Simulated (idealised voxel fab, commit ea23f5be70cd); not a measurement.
Proc. module: voxel gate over fins
Shown is cross-section cut, with a width of 175 nm and square cells of size 5 nm.
For the purposes of this document, a cross-section shall be understood as a grid of square cells, specified as bands listed in top-to-bottom order, each band consisting of one or more rows of cells. In this notation a band is specified by the heights of its top and bottom, in that order and in nm, after which its materials appear from left to right, each paired with its width in nm. The word "everywhere" attached to a single material means that material fills the band from edge to edge; the word "blank" stands for empty space. Below 0: as-received wafer, all one material; heights counted from there. Lowest band: no bottom, goes on down, written "0 -> down". Top row gets the first number, bottom row gets the second, and each row in between changes by the same step: that is how a band width like "30->40" works. "no alterations made" for a step: no cell of the cross-section changed in that step. Empty spaces without an open route to the top, at least 8 cells in extent, make up the entry "Internal closed voids"; each is given as width x height at distance, where the distance is measured from the left edge, and all are in nm. Post-settings text on a step line: simulator's own remark regarding the step. "overlay nm" on a masked step: distance the mask lay right of its planned place, negative for left.
# Steps in the process plan
1 RECEIVE [material Si]
2 CONFORMAL_DEP [material SiN] [thk nm 10]
3 PATTERN [tone cover] [mask id FINS] [material resist] [width nm 15] [pitch nm 35] [thk nm 20] [overlay nm 0]
4 DIRECTIONAL_ETCH [etch materials SiN] [depth nm 10]
5 DIRECTIONAL_ETCH [etch materials Si] [depth nm 30]
6 STRIP [etch materials resist]
7 OXIDIZE [depth nm 5]
8 FILL_DEP [material SiO2] [thk nm 15]
9 CMP [height nm 10]
10 SELECTIVE_ETCH [etch materials SiO2] [depth nm 25]
11 STRIP [etch materials SiN]
12 CONFORMAL_DEP [material HfO2] [thk nm 5]
13 CONFORMAL_DEP [material TiN] [thk nm 5]
14 CONFORMAL_DEP [material TiAl] [thk nm 5]
15 CONFORMAL_DEP [material TiN] [thk nm 5]
16 FILL_DEP [material W] [thk nm 15]
17 CMP [height nm 30]
18 CONFORMAL_DEP [material SiCN] [thk nm 10]
# The first of a set of two wafers, run to plan
# Cross-section of the incoming wafer, state after step 1
* 0 -> down | Si everywhere
* Internal closed voids: none
# Step 2 complete: cross-section through the wafer
* 10 -> 0 | SiN everywhere
* At heights below 0, the structure remains unaltered.
# Step 3 complete: cross-section through the wafer
* 30 -> 10 | blank 45; resist 15; blank 20; resist 15; blank 20; resist 15; blank 45
* At heights below 10, the structure remains unaltered.
# Step 4 complete: cross-section through the wafer
* 30 -> 10 | blank 45; resist 15; blank 20; resist 15; blank 20; resist 15; blank 45
* 10 -> 0 | blank 45; SiN 15; blank 20; SiN 15; blank 20; SiN 15; blank 45
* At heights below 0, the structure remains unaltered.
# Step 5 complete: cross-section through the wafer
* 30 -> 10 | blank 45; resist 15; blank 20; resist 15; blank 20; resist 15; blank 45
* 10 -> 0 | blank 45; SiN 15; blank 20; SiN 15; blank 20; SiN 15; blank 45
* 0 -> -30 | blank 45; Si 15; blank 20; Si 15; blank 20; Si 15; blank 45
* At heights below -30, the structure remains unaltered.
# Step 6 complete: cross-section through the wafer
* 10 -> 0 | blank 45; SiN 15; blank 20; SiN 15; blank 20; SiN 15; blank 45
* At heights below 0, the structure remains unaltered.
# Step 7 complete: cross-section through the wafer
* 10 -> 0 | blank 45; SiN 15; blank 20; SiN 15; blank 20; SiN 15; blank 45
* 0 -> -30 | blank 45; SiO2 5; Si 5; SiO2 5; blank 20; SiO2 5; Si 5; SiO2 5; blank 20; SiO2 5; Si 5; SiO2 5; blank 45
* -30 -> -35 | SiO2 50; Si 5; SiO2 30; Si 5; SiO2 30; Si 5; SiO2 50
* At heights below -35, the structure remains unaltered.
# Step 8 complete: cross-section through the wafer
* 25 -> 10 | SiO2 everywhere
* 10 -> 0 | SiO2 45; SiN 15; SiO2 20; SiN 15; SiO2 20; SiN 15; SiO2 45
* 0 -> -35 | SiO2 50; Si 5; SiO2 30; Si 5; SiO2 30; Si 5; SiO2 50
* At heights below -35, the structure remains unaltered.
# Step 9 complete: cross-section through the wafer
* 10 -> 0 | SiO2 45; SiN 15; SiO2 20; SiN 15; SiO2 20; SiN 15; SiO2 45
* At heights below 0, the structure remains unaltered.
# Step 10 complete: cross-section through the wafer
* 10 -> 0 | blank 45; SiN 15; blank 20; SiN 15; blank 20; SiN 15; blank 45
* 0 -> -15 | blank 50; Si 5; blank 30; Si 5; blank 30; Si 5; blank 50
* At heights below -15, the structure remains unaltered.
# Step 11 complete: cross-section through the wafer
* 0 -> -15 | blank 50; Si 5; blank 30; Si 5; blank 30; Si 5; blank 50
* At heights below -15, the structure remains unaltered.
# Step 12 complete: cross-section through the wafer
* 5 -> 0 | blank 45; HfO2 15; blank 20; HfO2 15; blank 20; HfO2 15; blank 45
* 0 -> -10 | blank 45; HfO2 5; Si 5; HfO2 5; blank 20; HfO2 5; Si 5; HfO2 5; blank 20; HfO2 5; Si 5; HfO2 5; blank 45
* -10 -> -15 | HfO2 50; Si 5; HfO2 30; Si 5; HfO2 30; Si 5; HfO2 50
* At heights below -15, the structure remains unaltered.
# Step 13 complete: cross-section through the wafer
* 10 -> 5 | blank 40; TiN 25; blank 10; TiN 25; blank 10; TiN 25; blank 40
* 5 -> 0 | blank 40; TiN 5; HfO2 15; TiN 5; blank 10; TiN 5; HfO2 15; TiN 5; blank 10; TiN 5; HfO2 15; TiN 5; blank 40
* 0 -> -5 | blank 40; TiN 5; HfO2 5; Si 5; HfO2 5; TiN 5; blank 10; TiN 5; HfO2 5; Si 5; HfO2 5; TiN 5; blank 10; TiN 5; HfO2 5; Si 5; HfO2 5; TiN 5; blank 40
* -5 -> -10 | TiN 45; HfO2 5; Si 5; HfO2 5; TiN 20; HfO2 5; Si 5; HfO2 5; TiN 20; HfO2 5; Si 5; HfO2 5; TiN 45
* At heights below -10, the structure remains unaltered.
# Step 14 complete: cross-section through the wafer
* 15 -> 10 | blank 35; TiAl 105; blank 35
* 10 -> 5 | blank 35; TiAl 5; TiN 25; TiAl 10; TiN 25; TiAl 10; TiN 25; TiAl 5; blank 35
* 5 -> 0 | blank 35; TiAl 5; TiN 5; HfO2 15; TiN 5; TiAl 10; TiN 5; HfO2 15; TiN 5; TiAl 10; TiN 5; HfO2 15; TiN 5; TiAl 5; blank 35
* 0 -> -5 | TiAl 40; TiN 5; HfO2 5; Si 5; HfO2 5; TiN 5; TiAl 10; TiN 5; HfO2 5; Si 5; HfO2 5; TiN 5; TiAl 10; TiN 5; HfO2 5; Si 5; HfO2 5; TiN 5; TiAl 40
* At heights below -5, the structure remains unaltered.
# Step 15 complete: cross-section through the wafer
* 20 -> 15 | blank 30; TiN 115; blank 30
* 15 -> 10 | blank 30; TiN 5; TiAl 105; TiN 5; blank 30
* 10 -> 5 | blank 30; TiN 5; TiAl 5; TiN 25; TiAl 10; TiN 25; TiAl 10; TiN 25; TiAl 5; TiN 5; blank 30
* 5 -> 0 | TiN 35; TiAl 5; TiN 5; HfO2 15; TiN 5; TiAl 10; TiN 5; HfO2 15; TiN 5; TiAl 10; TiN 5; HfO2 15; TiN 5; TiAl 5; TiN 35
* At heights below 0, the structure remains unaltered.
# Step 16 complete: cross-section through the wafer
* 35 -> 20 | W everywhere
* 20 -> 15 | W 30; TiN 115; W 30
* 15 -> 10 | W 30; TiN 5; TiAl 105; TiN 5; W 30
* 10 -> 5 | W 30; TiN 5; TiAl 5; TiN 25; TiAl 10; TiN 25; TiAl 10; TiN 25; TiAl 5; TiN 5; W 30
* At heights below 5, the structure remains unaltered.
# Step 17 complete: cross-section through the wafer
* 30 -> 20 | W everywhere
* At heights below 20, the structure remains unaltered.
# Step 18 complete: cross-section through the wafer
* 40 -> 30 | SiCN everywhere
* At heights below 30, the structure remains unaltered.
# Here the second wafer is described. Its start and its plan were those of the first wafer. Its run contained one mistake. Up to and including step 13, it did exactly what the first wafer did
Second wafer at the planned finish of step 14, seen in cross-section: no alterations made
# Second wafer at the planned finish of step 15, seen in cross-section
* 15 -> 5 | blank 35; TiN 105; blank 35
* 5 -> 0 | blank 35; TiN 10; HfO2 15; TiN 20; HfO2 15; TiN 20; HfO2 15; TiN 10; blank 35
* 0 -> -10 | TiN 45; HfO2 5; Si 5; HfO2 5; TiN 20; HfO2 5; Si 5; HfO2 5; TiN 20; HfO2 5; Si 5; HfO2 5; TiN 45
* At heights below -10, the structure remains unaltered.
# Second wafer at the planned finish of step 16, seen in cross-section
* 30 -> 15 | W everywhere
* 15 -> 5 | W 35; TiN 105; W 35
* 5 -> 0 | W 35; TiN 10; HfO2 15; TiN 20; HfO2 15; TiN 20; HfO2 15; TiN 10; W 35
* At heights below 0, the structure remains unaltered.
Second wafer at the planned finish of step 17, seen in cross-section: no alterations made
# Second wafer at the planned finish of step 18, seen in cross-section
* 40 -> 30 | SiCN everywhere
* At heights below 30, the structure remains unaltered.
Short version of what went wrong: step 14 in the plan did not get run; it was skipped
Count the cells at the end and the second wafer has more or fewer of some materials than the first: 53 fewer of TiAl | 12 more of TiN | 41 more of W
